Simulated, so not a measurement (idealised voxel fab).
The document below concerns the process module designated voxel wiring stack.
Xsec cut, 145 nm wide, square cell size 5 nm.
Bands, listed from the top down, are how a cross-section gets written in this document; the cross-section itself is a grid of square cells, and a band is one or more rows of them. It is stipulated that each band's entry specify, in nanometres, the height of the top of the band and then that of its bottom, followed by the materials of the band in left-to-right sequence, each together with its width in nanometres. A single material marked by the word "full width" is understood to fill the band from edge to edge; the word "empty" is understood to denote empty space. Ref level 0: as-received wafer is one material below here. Bottom band extends down with no lower bound ("top 0, no bottom"). Quick explanation for "30->40": the width changes in equal steps down the rows of cells, from the first number in the band's top row to the second number in its bottom row. Reading "nothing changed" for a step: not a cell of the cross-section changed in it. This entry, "Cavities, sealed", enumerates those empty regions of no fewer than 8 cells that possess no open connection to the top. Each region is reported in the form width x height at distance, the distance being taken from the left edge, with all three quantities expressed in nm. Where a step's line continues beyond its settings, the continuation is a remark by the simulator itself on that step. Among the settings permitted on a step's line is "overlay nm"; applied to a step with a mask, it specifies the extent to which the mask lay to the right of its planned position, whereas a negative figure signifies a position to the left.
Set out below are the planned steps of the process
1,RECEIVE: material Si
2,CONFORMAL_DEP: material SiO2, thk nm 10
3,DIRECTIONAL_DEP: material TiN, thk nm 5
4,DIRECTIONAL_DEP: material Ru, thk nm 20
5,PATTERN: tone cover, mask id METAL_1, material resist, width nm 30, pitch nm 55, thk nm 20, overlay nm 0
6,DIRECTIONAL_ETCH: etch materials Ru, depth nm 20
7,DIRECTIONAL_ETCH: etch materials TiN, depth nm 5
8,STRIP: etch materials resist
9,CONFORMAL_DEP: material SiCN, thk nm 5
10,FILL_DEP: material SiO2, thk nm 10
11,CMP: height nm 35
12,CONFORMAL_DEP: material SiCN, thk nm 5
13,DIRECTIONAL_DEP: material SiO2, thk nm 10
14,MASKED_ETCH: tone open, mask id PLUG_1, width nm 15, etch materials SiO2, depth nm 10, overlay nm 0
15,MASKED_ETCH: tone open, mask id PLUG_1, width nm 15, etch materials SiCN, depth nm 5, overlay nm 0
16,CONFORMAL_DEP: material TiN, thk nm 5
17,FILL_DEP: material W, thk nm 10
18,CMP: height nm 50
19,CONFORMAL_DEP: material SiCN, thk nm 5
20,DIRECTIONAL_DEP: material lowk, thk nm 20
21,DIRECTIONAL_DEP: material aC, thk nm 10
22,PATTERN: tone open, mask id METAL_2, material resist, width nm 30, pitch nm 55, thk nm 30, overlay nm 0
23,DIRECTIONAL_ETCH: etch materials aC, depth nm 10
24,STRIP: etch materials resist
25,DIRECTIONAL_ETCH: etch materials lowk, depth nm 20
26,DIRECTIONAL_ETCH: etch materials SiCN, depth nm 5
27,STRIP: etch materials aC
28,CONFORMAL_DEP: material TiN, thk nm 5
29,FILL_DEP: material Cu, thk nm 5
30,CMP: height nm 75
31,CONFORMAL_DEP: material SiCN, thk nm 5
32,DIRECTIONAL_DEP: material SiO2, thk nm 20
33,DIRECTIONAL_DEP: material aC, thk nm 10
34,PATTERN: tone open, mask id PLUG_2, material resist, width nm 15, pitch nm 55, thk nm 30, overlay nm 0
35,DIRECTIONAL_ETCH: etch materials aC, depth nm 10
36,STRIP: etch materials resist
37,DIRECTIONAL_ETCH: etch materials SiO2, depth nm 20
38,DIRECTIONAL_ETCH: etch materials SiCN, depth nm 5
39,STRIP: etch materials aC
40,CONFORMAL_DEP: material TiN, thk nm 5
41,FILL_DEP: material W, thk nm 10
42,CMP: height nm 100
43,DIRECTIONAL_DEP: material TiN, thk nm 5
44,DIRECTIONAL_DEP: material Ru, thk nm 25
45,MASKED_ETCH: tone cover, mask id METAL_3, width nm 30, pitch nm 55, etch materials Ru, depth nm 25, overlay nm 0
46,MASKED_ETCH: tone cover, mask id METAL_3, width nm 30, pitch nm 55, etch materials TiN, depth nm 5, overlay nm 0
47,FILL_DEP: material SiO2, thk nm 10
48,CMP: height nm 130
49,CONFORMAL_DEP: material SiN, thk nm 5
Shown in cross-section is the wafer as received, that is, as it stands after step 1
> top 0, no bottom = Si full width
> Cavities, sealed: none
Final wafer profile in cross-section after the module, from the same start and plan as above, with one mistake made during processing
> top 135, bottom 130 = SiN full width
> top 130, bottom 105 = SiO2: 30, then Ru: 30, then SiO2: 25, then Ru: 30, then SiO2: 30
> top 105, bottom 100 = SiO2: 30, then TiN: 30, then SiO2: 25, then TiN: 30, then SiO2: 30
> top 100, bottom 80 = SiO2: 30, then TiN: 5, then W: 5, then TiN: 5, then SiO2: 40, then TiN: 5, then W: 5, then TiN: 5, then SiO2: 45
> top 80, bottom 75 = SiCN: 30, then TiN: 15, then SiCN: 40, then TiN: 15, then SiCN: 45
> top 75, bottom 55 = lowk: 30, then TiN: 5, then Cu: 20, then TiN: 5, then lowk: 25, then TiN: 5, then Cu: 20, then TiN: 5, then lowk: 30
> top 55, bottom 50 = SiCN: 30, then TiN: 30, then SiCN: 25, then TiN: 30, then SiCN: 30
> top 50, bottom 40 = SiO2: 30, then TiN: 5, then W: 5, then TiN: 5, then SiO2: 100
> top 40, bottom 35 = SiCN: 30, then TiN: 15, then SiCN: 100
> top 35, bottom 15 = SiCN: 30, then Ru: 30, then SiCN: 25, then Ru: 30, then SiCN: 30
> top 15, bottom 10 = SiCN: 30, then TiN: 30, then SiCN: 25, then TiN: 30, then SiCN: 30
> top 10, bottom 0 = SiO2 full width
> top 0, no bottom = Si full width
> Cavities, sealed: none
Deviation from plan: rather than as planned, step 10 actually ran as FILL_DEP: material SiCN, thk nm 10
